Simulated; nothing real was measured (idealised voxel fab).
process module | voxel gate over fins
cross-section cut | 140 nm wide | cells 5 nm
A cross-section is a grid of square cells, given in bands from the top down. A band is one or more rows of cells.
Each band's line starts with the height of the band's top and of its bottom, in nm. Then come its materials from left to right, each with its width in nm. One material with "throughout" fills the band from edge to edge. "air" is empty space.
Height 0 is the level under which the wafer as received is all one material. The lowest band goes on downwards, as in "0 down".
A width such as "30 to 40" changes by the same amount from each row of cells to the next, from the band's top row to its bottom row.
"no change" after a step means that no cell of the cross-section changed.
closed voids: empty space of 8 cells or more with no open way to the top, each as width x height at its distance from the left edge, in nm
after a step's settings: what the simulator itself notes on the step
overlay nm, on a step with a mask: how far to the right of its planned place the mask lay; to the left if negative
plan
1 op RECEIVE | material Si
2 op CONFORMAL_DEP | material SiN | thk nm 5
3 op PATTERN | tone cover | mask id FINS | material resist | width nm 15 | pitch nm 45 | thk nm 15 | overlay nm 0
4 op DIRECTIONAL_ETCH | etch materials SiN | depth nm 5
5 op DIRECTIONAL_ETCH | etch materials Si | depth nm 30
6 op STRIP | etch materials resist
7 op OXIDIZE | depth nm 5
8 op FILL_DEP | material SiO2 | thk nm 15
9 op CMP | height nm 5
10 op SELECTIVE_ETCH | etch materials SiO2 | depth nm 20
11 op STRIP | etch materials SiN
12 op CONFORMAL_DEP | material HfO2 | thk nm 5
13 op CONFORMAL_DEP | material TiN | thk nm 5
14 op CONFORMAL_DEP | material TiAl | thk nm 5
15 op CONFORMAL_DEP | material TiN | thk nm 5
16 op FILL_DEP | material W | thk nm 15
17 op CMP | height nm 30
18 op CONFORMAL_DEP | material SiN | thk nm 5
as received, after step 1
  0 down: Si throughout
  closed voids: none
first wafer at the end, as planned
  35 to 30: SiN throughout
  30 to 20: W throughout
  20 to 15: W 25 | TiN 90 | W 25
  15 to 10: W 25 | TiN 5 | TiAl 35 | TiN 10 | TiAl 35 | TiN 5 | W 25
  10 to 5: W 25 | TiN 5 | TiAl 5 | TiN 25 | TiAl 5 | TiN 10 | TiAl 5 | TiN 25 | TiAl 5 | TiN 5 | W 25
  5 to 0: TiN 30 | TiAl 5 | TiN 5 | HfO2 15 | TiN 5 | TiAl 5 | TiN 10 | TiAl 5 | TiN 5 | HfO2 15 | TiN 5 | TiAl 5 | TiN 30
  0 to -5: TiAl 35 | TiN 5 | HfO2 5 | Si 5 | HfO2 5 | TiN 5 | TiAl 20 | TiN 5 | HfO2 5 | Si 5 | HfO2 5 | TiN 5 | TiAl 35
  -5 to -10: TiN 40 | HfO2 5 | Si 5 | HfO2 5 | TiN 30 | HfO2 5 | Si 5 | HfO2 5 | TiN 40
  -10 to -15: HfO2 45 | Si 5 | HfO2 40 | Si 5 | HfO2 45
  -15 to -35: SiO2 45 | Si 5 | SiO2 40 | Si 5 | SiO2 45
  -35 down: Si throughout
  closed voids: none
second wafer at the end: like start, like plan, one mistake
  35 to 30: SiN throughout
  30 to 20: W throughout
  20 to 15: W 25 | TiN 95 | W 20
  15 to 10: W 25 | TiN 5 | TiAl 40 | TiN 5 | TiAl 40 | TiN 5 | W 20
  10 to 5: W 25 | TiN 5 | TiAl 5 | TiN 30 | TiAl 5 | TiN 5 | TiAl 5 | TiN 30 | TiAl 5 | TiN 5 | W 20
  5 to 0: TiN 30 | TiAl 5 | TiN 5 | HfO2 20 | TiN 5 | TiAl 5 | TiN 5 | TiAl 5 | TiN 5 | HfO2 20 | TiN 5 | TiAl 5 | TiN 25
  0 to -5: TiAl 35 | TiN 5 | HfO2 5 | Si 10 | HfO2 5 | TiN 5 | TiAl 15 | TiN 5 | HfO2 5 | Si 10 | HfO2 5 | TiN 5 | TiAl 30
  -5 to -10: TiN 40 | HfO2 5 | Si 10 | HfO2 5 | TiN 25 | HfO2 5 | Si 10 | HfO2 5 | TiN 35
  -10 to -15: HfO2 45 | Si 10 | HfO2 35 | Si 10 | HfO2 40
  -15 to -35: SiO2 45 | Si 10 | SiO2 35 | Si 10 | SiO2 40
  -35 down: Si throughout
  closed voids: none
what went wrong: step 3 ran as: op PATTERN | tone cover | mask id FINS | material resist | width nm 20 | pitch nm 45 | thk nm 15 | overlay nm 0
at the end the second wafer has, in cells: 14 more of Si | 8 fewer of SiO2 | 3 fewer of TiN | 3 fewer of W
